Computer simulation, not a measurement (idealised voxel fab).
Process module, titled voxel double patterning
Cross-section cut: width 200 nm, square cells of 5 nm.
Cross-section layout: square cells on a grid; listed as bands, top to bottom; a band spans one or more cell rows.
The entry gives the band's vertical extent as a top height and a bottom height in nm, then its horizontal make-up as materials from left to right, each with a width in nm. "air" stands for empty space; a single material marked "all across" fills the band edge to edge.
Basically, 0 is our baseline, since under it the wafer straight out of the box is all one material. The bottom band has no lower end and keeps on going down, so it looks like "0..down".
A width such as "30 to 40" changes by the same amount from each row of cells to the next, from the band's top row to its bottom row.
A step reported as "identical to before" is a step in which no cell of the cross-section changed.
"Closed cavity list" contains a list of empty spaces, each no smaller than 8 cells and without an open way to the top, written in the form width x height at distance with the distance from the left edge and all three in nm.
If you see something after the settings on a step's line, that's the simulator's own remark about that step.
You can add "overlay nm" to a step's line. For a step with a mask, it describes how far the mask lay to the right of its planned position, and a negative number describes a lay to the left.
## Intended process steps
1) RECEIVE [material Si]
2) CONFORMAL_DEP [material SiO2] [thk nm 10]
3) DIRECTIONAL_DEP [material W] [thk nm 10]
4) DIRECTIONAL_DEP [material SiN] [thk nm 10]
5) MASKED_ETCH [tone open] [mask id FIRST] [width nm 15] [pitch nm 50] [etch materials SiN] [depth nm 10] [overlay nm 0]
6) MASKED_ETCH [tone open] [mask id SECOND] [width nm 15] [etch materials SiN] [depth nm 10] [overlay nm 0]
7) DIRECTIONAL_ETCH [etch materials W] [depth nm 10]
8) STRIP [etch materials SiN]
## First wafer, two in total, run as planned
## as received, after step 1
  0..down: Si all across
  Closed cavity list: none
## Step 2 done - wafer cross-section
  10..0: SiO2 all across
  Heights below 0 show no change.
## Step 3 done - wafer cross-section
  20..10: W all across
  Heights below 10 show no change.
## Step 4 done - wafer cross-section
  30..20: SiN all across
  Heights below 20 show no change.
## Step 5 done - wafer cross-section
  30..20: 65 of SiN / 15 of air / 35 of SiN / 15 of air / 70 of SiN
  Heights below 20 show no change.
## Step 6 done - wafer cross-section
  30..20: 65 of SiN / 15 of air / 10 of SiN / 15 of air / 10 of SiN / 15 of air / 70 of SiN
  Heights below 20 show no change.
## Step 7 done - wafer cross-section
  30..20: 65 of SiN / 15 of air / 10 of SiN / 15 of air / 10 of SiN / 15 of air / 70 of SiN
  20..10: 65 of W / 15 of air / 10 of W / 15 of air / 10 of W / 15 of air / 70 of W
  Heights below 10 show no change.
## Step 8 done - wafer cross-section
  20..10: 65 of W / 15 of air / 10 of W / 15 of air / 10 of W / 15 of air / 70 of W
  Heights below 10 show no change.
## Second wafer - shared start and plan with the first - one error in running - same as the first up to step 1 inclusive
## Cross-section of the second wafer when, according to plan, step 2 should have finished
  10..0: W all across
  Heights below 0 show no change.
## Cross-section of the second wafer when, according to plan, step 3 should have finished
  20..0: W all across
  Heights below 0 show no change.
## Cross-section of the second wafer when, according to plan, step 4 should have finished
  30..20: SiN all across
  Heights below 20 show no change.
## Cross-section of the second wafer when, according to plan, step 5 should have finished
  30..20: 65 of SiN / 15 of air / 35 of SiN / 15 of air / 70 of SiN
  Heights below 20 show no change.
## Cross-section of the second wafer when, according to plan, step 6 should have finished
  30..20: 65 of SiN / 15 of air / 10 of SiN / 15 of air / 10 of SiN / 15 of air / 70 of SiN
  Heights below 20 show no change.
## Cross-section of the second wafer when, according to plan, step 7 should have finished
  30..20: 65 of SiN / 15 of air / 10 of SiN / 15 of air / 10 of SiN / 15 of air / 70 of SiN
  20..10: 65 of W / 15 of air / 10 of W / 15 of air / 10 of W / 15 of air / 70 of W
  Heights below 10 show no change.
## Cross-section of the second wafer when, according to plan, step 8 should have finished
  20..10: 65 of W / 15 of air / 10 of W / 15 of air / 10 of W / 15 of air / 70 of W
  Heights below 10 show no change.
What was the processing mistake? planned and actual differ for step 2; actual: CONFORMAL_DEP [material W] [thk nm 10]
The final cell counts differ between the wafers, with the second having more or fewer of some materials than the first: SiO2 -80 | W +80
